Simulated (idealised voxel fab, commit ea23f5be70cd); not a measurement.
Proc. module: voxel transistor to metal
Cross-sectional view cut (width: 300 nm; square cell size: 5 nm).
Reading order for cross-sections: top band down to bottom band. Underlying form: a grid of square cells. Band size: one or more rows of cells. Within each band entry, the heights of the top and of the bottom of the band appear first, in that order and in nm; the materials of the band then follow from left to right, each with its corresponding width in nm. The designation "full width" on a single material indicates that it fills the band from edge to edge; the designation "blank" indicates empty space. Height datum 0, below which the as-received substrate wafer is one material. Lowest band open at the bottom, running downward: "0 and below". Width spec "30 to 40" -> top row of cells at first value, bottom row at second value, equal per-row change in between. No cell of the cross-section changed in a step that is given as "stayed the same". Closed-off voids of 8+ cells (no open route to the top) go in "Enclosed cavities", written width x height at distance from the left edge, in nm. after a step's settings: what the simulator itself notes on the step. You can add "overlay nm" to a step's line. For a step with a mask, it describes how far the mask lay to the right of its planned position, and a negative number describes a lay to the left. In what follows, pairs of cross-sections are presented, each taken before and after one process step, with the after cross-section shown only down to the lowest band that was altered; the step, together with its settings, is stated below the pair. The pairs may stem from different runs of this module on the same starting wafer; accordingly, a pair should be taken as continuing from the one above it solely where its entry headed "Prior state" indicates as much.
Prior state:
> 0 and below | Si full width
> Enclosed cavities: none
Cross-Section After Step:
> 0 down to -5 | SiO2 full width
> At heights below -5, the structure remains unaltered.
> Enclosed cavities: none
The before and after cross-sections above differ by one step: OXIDIZE (depth nm 5)
Prior state: it's just the after picture from the pair right above this one.
Cross-Section After Step:
> 15 down to 0 | SiN full width
> At heights below 0, the structure remains unaltered.
> Enclosed cavities: none
The before and after cross-sections above differ by one step: CONFORMAL_DEP (material SiN; thk nm 15)
Prior state: it's just the after picture from the pair right above this one.
Cross-Section After Step:
> 35 down to 15 | blank 45, resist 95, blank 20, resist 95, blank 45
> At heights below 15, the structure remains unaltered.
> Enclosed cavities: none
The before and after cross-sections above differ by one step: PATTERN (tone cover; mask id ACTIVE; material resist; width nm 95; pitch nm 115; thk nm 20; overlay nm 0)
Prior state: it's just the after picture from the pair right above this one.
Cross-Section After Step:
> 35 down to 15 | blank 45, resist 95, blank 20, resist 95, blank 45
> 15 down to 0 | blank 45, SiN 95, blank 20, SiN 95, blank 45
> At heights below 0, the structure remains unaltered.
> Enclosed cavities: none
The before and after cross-sections above differ by one step: DIRECTIONAL_ETCH (etch materials SiN; depth nm 15)
Prior state: it's just the after picture from the pair right above this one.
Cross-Section After Step:
> 35 down to 15 | blank 45, resist 95, blank 20, resist 95, blank 45
> 15 down to 0 | blank 45, SiN 95, blank 20, SiN 95, blank 45
> 0 down to -5 | blank 45, SiO2 95, blank 20, SiO2 95, blank 45
> At heights below -5, the structure remains unaltered.
> Enclosed cavities: none
The before and after cross-sections above differ by one step: DIRECTIONAL_ETCH (etch materials SiO2; depth nm 5)
Prior state: it's just the after picture from the pair right above this one.
Cross-Section After Step:
> 35 down to 15 | blank 45, resist 95, blank 20, resist 95, blank 45
> 15 down to 0 | blank 45, SiN 95, blank 20, SiN 95, blank 45
> 0 down to -5 | blank 45, SiO2 95, blank 20, SiO2 95, blank 45
> -5 down to -40 | blank 45, Si 95, blank 20, Si 95, blank 45
> At heights below -40, the structure remains unaltered.
> Enclosed cavities: none
The before and after cross-sections above differ by one step: DIRECTIONAL_ETCH (etch materials Si; depth nm 35)
Prior state: it's just the after picture from the pair right above this one.
Cross-Section After Step:
> 15 down to 0 | blank 45, SiN 95, blank 20, SiN 95, blank 45
> At heights below 0, the structure remains unaltered.
> Enclosed cavities: none
The before and after cross-sections above differ by one step: STRIP (etch materials resist)
Prior state: it's just the after picture from the pair right above this one.
Cross-Section After Step:
> 30 down to 15 | SiO2 full width
> 15 down to 0 | SiO2 45, SiN 95, SiO2 20, SiN 95, SiO2 45
> 0 down to -5 | SiO2 full width
> -5 down to -40 | SiO2 45, Si 95, SiO2 20, Si 95, SiO2 45
> At heights below -40, the structure remains unaltered.
> Enclosed cavities: none
The before and after cross-sections above differ by one step: FILL_DEP (material SiO2; thk nm 15)
Prior state: it's just the after picture from the pair right above this one.
Cross-Section After Step:
> 15 down to 0 | SiO2 45, SiN 95, SiO2 20, SiN 95, SiO2 45
> At heights below 0, the structure remains unaltered.
> Enclosed cavities: none
The before and after cross-sections above differ by one step: CMP (height nm 15)
Prior state: it's just the after picture from the pair right above this one.
Cross-Section After Step:
> 15 down to 5 | blank 45, SiN 95, blank 20, SiN 95, blank 45
> At heights below 5, the structure remains unaltered.
> Enclosed cavities: none
The before and after cross-sections above differ by one step: SELECTIVE_ETCH (etch materials SiO2; depth nm 10)
Prior state: it's just the after picture from the pair right above this one.
Cross-Section After Step:
> 5 down to 0 | SiO2 45, blank 95, SiO2 20, blank 95, SiO2 45
> At heights below 0, the structure remains unaltered.
> Enclosed cavities: none
The before and after cross-sections above differ by one step: STRIP (etch materials SiN)
Prior state: it's just the after picture from the pair right above this one.
Cross-Section After Step:
> 0 down to -5 | SiO2 40, blank 105, SiO2 10, blank 105, SiO2 40
> At heights below -5, the structure remains unaltered.
> Enclosed cavities: none
The before and after cross-sections above differ by one step: SELECTIVE_ETCH (etch materials SiO2; depth nm 5)
Prior state: it's just the after picture from the pair right above this one.
Cross-Section After Step:
> 0 down to -5 | SiO2 40, blank 105, SiO2 10, blank 105, SiO2 40
> -5 down to -10 | SiO2 full width
> At heights below -10, the structure remains unaltered.
> Enclosed cavities: none
The before and after cross-sections above differ by one step: OXIDIZE (depth nm 5)
Prior state: it's just the after picture from the pair right above this one.
Cross-Section After Step:
> 20 down to 15 | polySi 40, blank 105, polySi 10, blank 105, polySi 40
> 15 down to 0 | polySi full width
> 0 down to -5 | SiO2 40, polySi 105, SiO2 10, polySi 105, SiO2 40
> At heights below -5, the structure remains unaltered.
> Enclosed cavities: none
The before and after cross-sections above differ by one step: DIRECTIONAL_DEP (material polySi; thk nm 20)
Prior state: it's just the after picture from the pair right above this one.
Cross-Section After Step:
> 30 down to 25 | SiCN 40, blank 105, SiCN 10, blank 105, SiCN 40
> 25 down to 20 | SiCN full width
> 20 down to 15 | polySi 40, SiCN 105, polySi 10, SiCN 105, polySi 40
> At heights below 15, the structure remains unaltered.
> Enclosed cavities: none
The before and after cross-sections above differ by one step: DIRECTIONAL_DEP (material SiCN; thk nm 10)
Prior state: it's just the after picture from the pair right above this one.
Cross-Section After Step:
> 45 down to 30 | blank 80, resist 25, blank 90, resist 25, blank 80
> 30 down to 25 | SiCN 40, blank 40, resist 25, blank 40, SiCN 10, blank 40, resist 25, blank 40, SiCN 40
> At heights below 25, the structure remains unaltered.
> Enclosed cavities: none
The before and after cross-sections above differ by one step: PATTERN (tone cover; mask id GATE; material resist; width nm 25; pitch nm 115; thk nm 15; overlay nm 0)
Prior state: it's just the after picture from the pair right above this one.
Cross-Section After Step:
> 45 down to 25 | blank 80, resist 25, blank 90, resist 25, blank 80
> 25 down to 20 | blank 80, SiCN 25, blank 90, SiCN 25, blank 80
> 20 down to 15 | polySi 40, blank 40, SiCN 25, blank 40, polySi 10, blank 40, SiCN 25, blank 40, polySi 40
> At heights below 15, the structure remains unaltered.
> Enclosed cavities: none
The before and after cross-sections above differ by one step: DIRECTIONAL_ETCH (etch materials SiCN; depth nm 20)
Prior state: it's just the after picture from the pair right above this one.
Cross-Section After Step:
> 45 down to 25 | blank 80, resist 25, blank 90, resist 25, blank 80
> 25 down to 15 | blank 80, SiCN 25, blank 90, SiCN 25, blank 80
> 15 down to 0 | blank 80, polySi 25, blank 90, polySi 25, blank 80
> 0 down to -5 | SiO2 40, blank 40, polySi 25, blank 40, SiO2 10, blank 40, polySi 25, blank 40, SiO2 40
> At heights below -5, the structure remains unaltered.
> Enclosed cavities: none
The before and after cross-sections above differ by one step: DIRECTIONAL_ETCH (etch materials polySi; depth nm 30)
Prior state: it's just the after picture from the pair right above this one.
Cross-Section After Step:
> 25 down to 15 | blank 80, SiCN 25, blank 90, SiCN 25, blank 80
> At heights below 15, the structure remains unaltered.
> Enclosed cavities: none
The before and after cross-sections above differ by one step: STRIP (etch materials resist)
Prior state: it's just the after picture from the pair right above this one.
Cross-Section After Step:
> 30 down to 25 | blank 75, SiN 35, blank 80, SiN 35, blank 75
> 25 down to 15 | blank 75, SiN 5, SiCN 25, SiN 5, blank 80, SiN 5, SiCN 25, SiN 5, blank 75
> 15 down to 5 | blank 75, SiN 5, polySi 25, SiN 5, blank 80, SiN 5, polySi 25, SiN 5, blank 75
> 5 down to 0 | SiN 45, blank 30, SiN 5, polySi 25, SiN 5, blank 30, SiN 20, blank 30, SiN 5, polySi 25, SiN 5, blank 30, SiN 45
> 0 down to -5 | SiO2 40, SiN 40, polySi 25, SiN 40, SiO2 10, SiN 40, polySi 25, SiN 40, SiO2 40
> At heights below -5, the structure remains unaltered.
> Enclosed cavities: none
The before and after cross-sections above differ by one step: CONFORMAL_DEP (material SiN; thk nm 5)
Prior state: it's just the after picture from the pair right above this one.
Cross-Section After Step:
> 25 down to 15 | blank 75, SiN 5, SiCN 25, SiN 5, blank 80, SiN 5, SiCN 25, SiN 5, blank 75
> 15 down to 0 | blank 75, SiN 5, polySi 25, SiN 5, blank 80, SiN 5, polySi 25, SiN 5, blank 75
> 0 down to -5 | SiO2 40, SiN 5, blank 30, SiN 5, polySi 25, SiN 5, blank 30, SiN 5, SiO2 10, SiN 5, blank 30, SiN 5, polySi 25, SiN 5, blank 30, SiN 5, SiO2 40
> At heights below -5, the structure remains unaltered.
> Enclosed cavities: none
The before and after cross-sections above differ by one step: DIRECTIONAL_ETCH (etch materials SiN; depth nm 5)
Prior state: it's just the after picture from the pair right above this one.
Cross-Section After Step:
> 25 down to 15 | blank 75, SiN 5, SiCN 25, SiN 5, blank 80, SiN 5, SiCN 25, SiN 5, blank 75
> 15 down to 0 | blank 75, SiN 5, polySi 25, SiN 5, blank 80, SiN 5, polySi 25, SiN 5, blank 75
> 0 down to -5 | blank 40, SiN 5, blank 30, SiN 5, polySi 25, SiN 5, blank 30, SiN 5, blank 10, SiN 5, blank 30, SiN 5, polySi 25, SiN 5, blank 30, SiN 5, blank 40
> -5 down to -10 | SiO2 45, blank 30, SiO2 35, blank 30, SiO2 20, blank 30, SiO2 35, blank 30, SiO2 45
> At heights below -10, the structure remains unaltered.
> Enclosed cavities: none
The before and after cross-sections above differ by one step: DIRECTIONAL_ETCH (etch materials SiO2; depth nm 5)
Prior state: it's just the after picture from the pair right above this one.
Cross-Section After Step:
> 25 down to 15 | blank 75, SiN 5, SiCN 25, SiN 5, blank 80, SiN 5, SiCN 25, SiN 5, blank 75
> 15 down to 0 | blank 75, SiN 5, polySi 25, SiN 5, blank 80, SiN 5, polySi 25, SiN 5, blank 75
> 0 down to -5 | blank 40, SiN 5, blank 30, SiN 5, polySi 25, SiN 5, blank 30, SiN 5, blank 10, SiN 5, blank 30, SiN 5, polySi 25, SiN 5, blank 30, SiN 5, blank 40
> -5 down to -10 | SiO2 45, SiGe 30, SiO2 35, SiGe 30, SiO2 20, SiGe 30, SiO2 35, SiGe 30, SiO2 45
> At heights below -10, the structure remains unaltered.
> Enclosed cavities: none
The before and after cross-sections above differ by one step: EPI (material SiGe; thk nm 5)
Prior state: it's just the after picture from the pair right above this one.
Cross-Section After Step:
> 35 down to 25 | SiO2 full width
> 25 down to 15 | SiO2 75, SiN 5, SiCN 25, SiN 5, SiO2 80, SiN 5, SiCN 25, SiN 5, SiO2 75
> 15 down to 0 | SiO2 75, SiN 5, polySi 25, SiN 5, SiO2 80, SiN 5, polySi 25, SiN 5, SiO2 75
> 0 down to -5 | SiO2 40, SiN 5, SiO2 30, SiN 5, polySi 25, SiN 5, SiO2 30, SiN 5, SiO2 10, SiN 5, SiO2 30, SiN 5, polySi 25, SiN 5, SiO2 30, SiN 5, SiO2 40
> At heights below -5, the structure remains unaltered.
> Enclosed cavities: none
The before and after cross-sections above differ by one step: FILL_DEP (material SiO2; thk nm 10)
Prior state: it's just the after picture from the pair right above this one.
Cross-Section After Step:
> 15 down to 0 | SiO2 75, SiN 5, polySi 25, SiN 5, SiO2 80, SiN 5, polySi 25, SiN 5, SiO2 75
> At heights below 0, the structure remains unaltered.
> Enclosed cavities: none
The before and after cross-sections above differ by one step: CMP (height nm 15)
Prior state: it's just the after picture from the pair right above this one.
Cross-Section After Step:
> 15 down to 0 | SiO2 75, SiN 5, blank 25, SiN 5, SiO2 80, SiN 5, blank 25, SiN 5, SiO2 75
> 0 down to -5 | SiO2 40, SiN 5, SiO2 30, SiN 5, blank 25, SiN 5, SiO2 30, SiN 5, SiO2 10, SiN 5, SiO2 30, SiN 5, blank 25, SiN 5, SiO2 30, SiN 5, SiO2 40
> At heights below -5, the structure remains unaltered.
> Enclosed cavities: none
The before and after cross-sections above differ by one step: STRIP (etch materials polySi)
Prior state: it's just the after picture from the pair right above this one.
Cross-Section After Step:
> 15 down to 10 | blank 75, SiN 5, blank 25, SiN 5, blank 80, SiN 5, blank 25, SiN 5, blank 75
> 10 down to 0 | SiO2 75, SiN 5, blank 25, SiN 5, SiO2 80, SiN 5, blank 25, SiN 5, SiO2 75
> 0 down to -5 | SiO2 40, SiN 5, SiO2 30, SiN 5, blank 25, SiN 5, SiO2 30, SiN 5, SiO2 10, SiN 5, SiO2 30, SiN 5, blank 25, SiN 5, SiO2 30, SiN 5, SiO2 40
> -5 down to -10 | SiO2 45, SiGe 30, blank 35, SiGe 30, SiO2 20, SiGe 30, blank 35, SiGe 30, SiO2 45
> At heights below -10, the structure remains unaltered.
> Enclosed cavities: none
The before and after cross-sections above differ by one step: SELECTIVE_ETCH (etch materials SiO2; depth nm 5)
Prior state: it's just the after picture from the pair right above this one.
Cross-Section After Step:
> 20 down to 15 | blank 70, HfO2 15, blank 15, HfO2 15, blank 70, HfO2 15, blank 15, HfO2 15, blank 70
> 15 down to 10 | HfO2 75, SiN 5, HfO2 5, blank 15, HfO2 5, SiN 5, HfO2 80, SiN 5, HfO2 5, blank 15, HfO2 5, SiN 5, HfO2 75
> 10 down to 0 | SiO2 75, SiN 5, HfO2 5, blank 15, HfO2 5, SiN 5, SiO2 80, SiN 5, HfO2 5, blank 15, HfO2 5, SiN 5, SiO2 75
> 0 down to -5 | SiO2 40, SiN 5, SiO2 30, SiN 5, HfO2 5, blank 15, HfO2 5, SiN 5, SiO2 30, SiN 5, SiO2 10, SiN 5, SiO2 30, SiN 5, HfO2 5, blank 15, HfO2 5, SiN 5, SiO2 30, SiN 5, SiO2 40
> -5 down to -10 | SiO2 45, SiGe 30, HfO2 35, SiGe 30, SiO2 20, SiGe 30, HfO2 35, SiGe 30, SiO2 45
> At heights below -10, the structure remains unaltered.
> Enclosed cavities: none
The before and after cross-sections above differ by one step: CONFORMAL_DEP (material HfO2; thk nm 5)
Prior state: it's just the after picture from the pair right above this one.
Cross-Section After Step:
> 25 down to 20 | blank 65, TiN 25, blank 5, TiN 25, blank 60, TiN 25, blank 5, TiN 25, blank 65
> 20 down to 15 | TiN 70, HfO2 15, TiN 5, blank 5, TiN 5, HfO2 15, TiN 70, HfO2 15, TiN 5, blank 5, TiN 5, HfO2 15, TiN 70
> 15 down to 10 | HfO2 75, SiN 5, HfO2 5, TiN 5, blank 5, TiN 5, HfO2 5, SiN 5, HfO2 80, SiN 5, HfO2 5, TiN 5, blank 5, TiN 5, HfO2 5, SiN 5, HfO2 75
> 10 down to 0 | SiO2 75, SiN 5, HfO2 5, TiN 5, blank 5, TiN 5, HfO2 5, SiN 5, SiO2 80, SiN 5, HfO2 5, TiN 5, blank 5, TiN 5, HfO2 5, SiN 5, SiO2 75
> 0 down to -5 | SiO2 40, SiN 5, SiO2 30, SiN 5, HfO2 5, TiN 15, HfO2 5, SiN 5, SiO2 30, SiN 5, SiO2 10, SiN 5, SiO2 30, SiN 5, HfO2 5, TiN 15, HfO2 5, SiN 5, SiO2 30, SiN 5, SiO2 40
> At heights below -5, the structure remains unaltered.
> Enclosed cavities: none
The before and after cross-sections above differ by one step: CONFORMAL_DEP (material TiN; thk nm 5)
Prior state: it's just the after picture from the pair right above this one.
Cross-Section After Step:
> 35 down to 25 | W full width
> 25 down to 20 | W 65, TiN 25, W 5, TiN 25, W 60, TiN 25, W 5, TiN 25, W 65
> 20 down to 15 | TiN 70, HfO2 15, TiN 5, W 5, TiN 5, HfO2 15, TiN 70, HfO2 15, TiN 5, W 5, TiN 5, HfO2 15, TiN 70
> 15 down to 10 | HfO2 75, SiN 5, HfO2 5, TiN 5, W 5, TiN 5, HfO2 5, SiN 5, HfO2 80, SiN 5, HfO2 5, TiN 5, W 5, TiN 5, HfO2 5, SiN 5, HfO2 75
> 10 down to 0 | SiO2 75, SiN 5, HfO2 5, TiN 5, W 5, TiN 5, HfO2 5, SiN 5, SiO2 80, SiN 5, HfO2 5, TiN 5, W 5, TiN 5, HfO2 5, SiN 5, SiO2 75
> At heights below 0, the structure remains unaltered.
> Enclosed cavities: none
The before and after cross-sections above differ by one step: FILL_DEP (material W; thk nm 10)
Prior state: it's just the after picture from the pair right above this one.
Cross-Section After Step:
> 10 down to 0 | SiO2 75, SiN 5, HfO2 5, TiN 5, W 5, TiN 5, HfO2 5, SiN 5, SiO2 80, SiN 5, HfO2 5, TiN 5, W 5, TiN 5, HfO2 5, SiN 5, SiO2 75
> At heights below 0, the structure remains unaltered.
> Enclosed cavities: none
The before and after cross-sections above differ by one step: CMP (height nm 10)
Prior state: it's just the after picture from the pair right above this one.
Cross-Section After Step:
> 20 down to 10 | SiO2 full width
> At heights below 10, the structure remains unaltered.
> Enclosed cavities: none
The before and after cross-sections above differ by one step: DIRECTIONAL_DEP (material SiO2; thk nm 10)
Prior state: it's just the after picture from the pair right above this one.
Cross-Section After Step:
> 30 down to 20 | aC full width
> At heights below 20, the structure remains unaltered.
> Enclosed cavities: none
The before and after cross-sections above differ by one step: DIRECTIONAL_DEP (material aC; thk nm 10)
Prior state: it's just the after picture from the pair right above this one.
Cross-Section After Step:
> 60 down to 30 | resist 50, blank 15, resist 55, blank 15, resist 30, blank 15, resist 55, blank 15, resist 50
> At heights below 30, the structure remains unaltered.
> Enclosed cavities: none
The before and after cross-sections above differ by one step: PATTERN (tone open; mask id CONTACT; material resist; width nm 15; thk nm 30; overlay nm 0)
Prior state: it's just the after picture from the pair right above this one.
Cross-Section After Step:
> 50 down to 30 | resist 50, blank 15, resist 55, blank 15, resist 30, blank 15, resist 55, blank 15, resist 50
> 30 down to 20 | aC 50, blank 15, aC 55, blank 15, aC 30, blank 15, aC 55, blank 15, aC 50
> At heights below 20, the structure remains unaltered.
> Enclosed cavities: none
The before and after cross-sections above differ by one step: DIRECTIONAL_ETCH (etch materials aC; depth nm 10)
Prior state: it's just the after picture from the pair right above this one.
Cross-Section After Step:
> 30 down to 20 | aC 50, blank 15, aC 55, blank 15, aC 30, blank 15, aC 55, blank 15, aC 50
> At heights below 20, the structure remains unaltered.
> Enclosed cavities: none
The before and after cross-sections above differ by one step: STRIP (etch materials resist)
Prior state: it's just the after picture from the pair right above this one.
Cross-Section After Step:
> 30 down to 20 | aC 50, blank 15, aC 55, blank 15, aC 30, blank 15, aC 55, blank 15, aC 50
> 20 down to 10 | SiO2 50, blank 15, SiO2 55, blank 15, SiO2 30, blank 15, SiO2 55, blank 15, SiO2 50
> 10 down to 0 | SiO2 50, blank 15, SiO2 10, SiN 5, HfO2 5, TiN 5, W 5, TiN 5, HfO2 5, SiN 5, SiO2 10, blank 15, SiO2 30, blank 15, SiO2 10, SiN 5, HfO2 5, TiN 5, W 5, TiN 5, HfO2 5, SiN 5, SiO2 10, blank 15, SiO2 50
> 0 down to -5 | SiO2 40, SiN 5, SiO2 5, blank 15, SiO2 10, SiN 5, HfO2 5, TiN 15, HfO2 5, SiN 5, SiO2 10, blank 15, SiO2 5, SiN 5, SiO2 10, SiN 5, SiO2 5, blank 15, SiO2 10, SiN 5, HfO2 5, TiN 15, HfO2 5, SiN 5, SiO2 10, blank 15, SiO2 5, SiN 5, SiO2 40
> At heights below -5, the structure remains unaltered.
> Enclosed cavities: none
The before and after cross-sections above differ by one step: DIRECTIONAL_ETCH (etch materials SiO2; depth nm 25)
Prior state: it's just the after picture from the pair right above this one.
Cross-Section After Step:
> 20 down to 10 | SiO2 50, blank 15, SiO2 55, blank 15, SiO2 30, blank 15, SiO2 55, blank 15, SiO2 50
> At heights below 10, the structure remains unaltered.
> Enclosed cavities: none
The before and after cross-sections above differ by one step: STRIP (etch materials aC)
Prior state: it's just the after picture from the pair right above this one.
Cross-Section After Step:
> 25 down to 20 | TiN 55, blank 5, TiN 65, blank 5, TiN 40, blank 5, TiN 65, blank 5, TiN 55
> 20 down to 10 | SiO2 50, TiN 5, blank 5, TiN 5, SiO2 55, TiN 5, blank 5, TiN 5, SiO2 30, TiN 5, blank 5, TiN 5, SiO2 55, TiN 5, blank 5, TiN 5, SiO2 50
> 10 down to 0 | SiO2 50, TiN 5, blank 5, TiN 5, SiO2 10, SiN 5, HfO2 5, TiN 5, W 5, TiN 5, HfO2 5, SiN 5, SiO2 10, TiN 5, blank 5, TiN 5, SiO2 30, TiN 5, blank 5, TiN 5, SiO2 10, SiN 5, HfO2 5, TiN 5, W 5, TiN 5, HfO2 5, SiN 5, SiO2 10, TiN 5, blank 5, TiN 5, SiO2 50
> 0 down to -5 | SiO2 40, SiN 5, SiO2 5, TiN 15, SiO2 10, SiN 5, HfO2 5, TiN 15, HfO2 5, SiN 5, SiO2 10, TiN 15, SiO2 5, SiN 5, SiO2 10, SiN 5, SiO2 5, TiN 15, SiO2 10, SiN 5, HfO2 5, TiN 15, HfO2 5, SiN 5, SiO2 10, TiN 15, SiO2 5, SiN 5, SiO2 40
> At heights below -5, the structure remains unaltered.
> Enclosed cavities: none
The before and after cross-sections above differ by one step: CONFORMAL_DEP (material TiN; thk nm 5)
Prior state: it's just the after picture from the pair right above this one.
Cross-Section After Step:
> 30 down to 25 | Ru full width
> 25 down to 20 | TiN 55, Ru 5, TiN 65, Ru 5, TiN 40, Ru 5, TiN 65, Ru 5, TiN 55
> 20 down to 10 | SiO2 50, TiN 5, Ru 5, TiN 5, SiO2 55, TiN 5, Ru 5, TiN 5, SiO2 30, TiN 5, Ru 5, TiN 5, SiO2 55, TiN 5, Ru 5, TiN 5, SiO2 50
> 10 down to 0 | SiO2 50, TiN 5, Ru 5, TiN 5, SiO2 10, SiN 5, HfO2 5, TiN 5, W 5, TiN 5, HfO2 5, SiN 5, SiO2 10, TiN 5, Ru 5, TiN 5, SiO2 30, TiN 5, Ru 5, TiN 5, SiO2 10, SiN 5, HfO2 5, TiN 5, W 5, TiN 5, HfO2 5, SiN 5, SiO2 10, TiN 5, Ru 5, TiN 5, SiO2 50
> At heights below 0, the structure remains unaltered.
> Enclosed cavities: none
The before and after cross-sections above differ by one step: FILL_DEP (material Ru; thk nm 5)
Prior state: it's just the after picture from the pair right above this one.
Cross-Section After Step:
> 20 down to 10 | SiO2 50, TiN 5, Ru 5, TiN 5, SiO2 55, TiN 5, Ru 5, TiN 5, SiO2 30, TiN 5, Ru 5, TiN 5, SiO2 55, TiN 5, Ru 5, TiN 5, SiO2 50
> At heights below 10, the structure remains unaltered.
> Enclosed cavities: none
The before and after cross-sections above differ by one step: CMP (height nm 20)
Prior state: it's just the after picture from the pair right above this one.
Cross-Section After Step:
> 25 down to 20 | SiN full width
> At heights below 20, the structure remains unaltered.
> Enclosed cavities: none
The before and after cross-sections above differ by one step: CONFORMAL_DEP (material SiN; thk nm 5)
Prior state: it's just the after picture from the pair right above this one.
Cross-Section After Step:
> 50 down to 25 | SiO2 full width
> At heights below 25, the structure remains unaltered.
> Enclosed cavities: none
The before and after cross-sections above differ by one step: DIRECTIONAL_DEP (material SiO2; thk nm 25)
Prior state: it's just the after picture from the pair right above this one.
Cross-Section After Step:
> 50 down to 25 | SiO2 50, blank 15, SiO2 55, blank 15, SiO2 30, blank 15, SiO2 55, blank 15, SiO2 50
> At heights below 25, the structure remains unaltered.
> Enclosed cavities: none
The before and after cross-sections above differ by one step: MASKED_ETCH (tone open; mask id METAL_1; width nm 15; etch materials SiO2; depth nm 25; overlay nm 0)
Prior state: it's just the after picture from the pair right above this one.
Cross-Section After Step:
> 50 down to 25 | SiO2 50, blank 15, SiO2 55, blank 15, SiO2 30, blank 15, SiO2 55, blank 15, SiO2 50
> 25 down to 20 | SiN 50, blank 15, SiN 55, blank 15, SiN 30, blank 15, SiN 55, blank 15, SiN 50
> At heights below 20, the structure remains unaltered.
> Enclosed cavities: none
The before and after cross-sections above differ by one step: MASKED_ETCH (tone open; mask id METAL_1; width nm 15; etch materials SiN; depth nm 5; overlay nm 0)
Prior state: it's just the after picture from the pair right above this one.
Cross-Section After Step:
> 55 down to 50 | TiN 55, blank 5, TiN 65, blank 5, TiN 40, blank 5, TiN 65, blank 5, TiN 55
> 50 down to 25 | SiO2 50, TiN 5, blank 5, TiN 5, SiO2 55, TiN 5, blank 5, TiN 5, SiO2 30, TiN 5, blank 5, TiN 5, SiO2 55, TiN 5, blank 5, TiN 5, SiO2 50
> 25 down to 20 | SiN 50, TiN 15, SiN 55, TiN 15, SiN 30, TiN 15, SiN 55, TiN 15, SiN 50
> At heights below 20, the structure remains unaltered.
> Enclosed cavities: none
The before and after cross-sections above differ by one step: CONFORMAL_DEP (material TiN; thk nm 5)
Prior state: it's just the after picture from the pair right above this one.
Cross-Section After Step:
> 65 down to 55 | Ru full width
> 55 down to 50 | TiN 55, Ru 5, TiN 65, Ru 5, TiN 40, Ru 5, TiN 65, Ru 5, TiN 55
> 50 down to 25 | SiO2 50, TiN 5, Ru 5, TiN 5, SiO2 55, TiN 5, Ru 5, TiN 5, SiO2 30, TiN 5, Ru 5, TiN 5, SiO2 55, TiN 5, Ru 5, TiN 5, SiO2 50
> At heights below 25, the structure remains unaltered.
> Enclosed cavities: none
The before and after cross-sections above differ by one step: FILL_DEP (material Ru; thk nm 10)
Prior state: it's just the after picture from the pair right above this one.
Cross-Section After Step:
> 50 down to 25 | SiO2 50, TiN 5, Ru 5, TiN 5, SiO2 55, TiN 5, Ru 5, TiN 5, SiO2 30, TiN 5, Ru 5, TiN 5, SiO2 55, TiN 5, Ru 5, TiN 5, SiO2 50
> At heights below 25, the structure remains unaltered.
> Enclosed cavities: none
The before and after cross-sections above differ by one step: CMP (height nm 50)
Prior state: it's just the after picture from the pair right above this one.
Cross-Section After Step:
> 55 down to 50 | SiCN full width
> At heights below 50, the structure remains unaltered.
> Enclosed cavities: none
The before and after cross-sections above differ by one step: CONFORMAL_DEP (material SiCN; thk nm 5)
Prior state: it's just the after picture from the pair right above this one.
Cross-Section After Step:
> 85 down to 55 | lowk full width
> At heights below 55, the structure remains unaltered.
> Enclosed cavities: none
The before and after cross-sections above differ by one step: DIRECTIONAL_DEP (material lowk; thk nm 30)
Prior state: it's just the after picture from the pair right above this one.
Cross-Section After Step:
> 95 down to 85 | aC full width
> At heights below 85, the structure remains unaltered.
> Enclosed cavities: none
The before and after cross-sections above differ by one step: DIRECTIONAL_DEP (material aC; thk nm 10)
Prior state: it's just the after picture from the pair right above this one.
Cross-Section After Step:
> 120 down to 95 | resist 50, blank 15, resist 100, blank 15, resist 120
> At heights below 95, the structure remains unaltered.
> Enclosed cavities: none
The before and after cross-sections above differ by one step: PATTERN (tone open; mask id METAL_2; material resist; width nm 15; pitch nm 115; thk nm 25; overlay nm 0)
Prior state: it's just the after picture from the pair right above this one.
Cross-Section After Step:
> 110 down to 95 | resist 50, blank 15, resist 100, blank 15, resist 120
> 95 down to 85 | aC 50, blank 15, aC 100, blank 15, aC 120
> At heights below 85, the structure remains unaltered.
> Enclosed cavities: none
The before and after cross-sections above differ by one step: DIRECTIONAL_ETCH (etch materials aC; depth nm 10)
Prior state: it's just the after picture from the pair right above this one.
Cross-Section After Step:
> 95 down to 85 | aC 50, blank 15, aC 100, blank 15, aC 120
> At heights below 85, the structure remains unaltered.
> Enclosed cavities: none
The before and after cross-sections above differ by one step: STRIP (etch materials resist)
Prior state: it's just the after picture from the pair right above this one.
Cross-Section After Step:
> 95 down to 85 | aC 50, blank 15, aC 100, blank 15, aC 120
> 85 down to 65 | lowk 50, blank 15, lowk 100, blank 15, lowk 120
> At heights below 65, the structure remains unaltered.
> Enclosed cavities: none
The before and after cross-sections above differ by one step: DIRECTIONAL_ETCH (etch materials lowk; depth nm 20)
Prior state: it's just the after picture from the pair right above this one.
Cross-Section After Step:
> 85 down to 65 | lowk 50, blank 15, lowk 100, blank 15, lowk 120
> At heights below 65, the structure remains unaltered.
> Enclosed cavities: none
The before and after cross-sections above differ by one step: STRIP (etch materials aC)
Prior state: it's just the after picture from the pair right above this one.
Cross-Section After Step:
> 100 down to 85 | aC 50, blank 15, aC 100, blank 15, aC 120
> 85 down to 80 | lowk 50, blank 15, lowk 100, blank 15, lowk 120
> 80 down to 65 | lowk 50, aC 15, lowk 100, aC 15, lowk 120
> At heights below 65, the structure remains unaltered.
> Enclosed cavities: none
The before and after cross-sections above differ by one step: DIRECTIONAL_DEP (material aC; thk nm 15)
Prior state: it's just the after picture from the pair right above this one.
Cross-Section After Step:
> 130 down to 100 | resist 50, blank 15, resist 100, blank 15, resist 120
> At heights below 100, the structure remains unaltered.
> Enclosed cavities: none
The before and after cross-sections above differ by one step: PATTERN (tone open; mask id METAL_2_HOLES; material resist; width nm 15; pitch nm 115; thk nm 30; overlay nm 0)
Prior state: it's just the after picture from the pair right above this one.
Cross-Section After Step:
> 115 down to 100 | resist 50, blank 15, resist 100, blank 15, resist 120
> 100 down to 85 | aC 50, blank 15, aC 100, blank 15, aC 120
> 85 down to 65 | lowk 50, blank 15, lowk 100, blank 15, lowk 120
> At heights below 65, the structure remains unaltered.
> Enclosed cavities: none
The before and after cross-sections above differ by one step: DIRECTIONAL_ETCH (etch materials aC; depth nm 15)
Prior state: it's just the after picture from the pair right above this one.
Cross-Section After Step:
> 100 down to 85 | aC 50, blank 15, aC 100, blank 15, aC 120
> At heights below 85, the structure remains unaltered.
> Enclosed cavities: none
The before and after cross-sections above differ by one step: STRIP (etch materials resist)
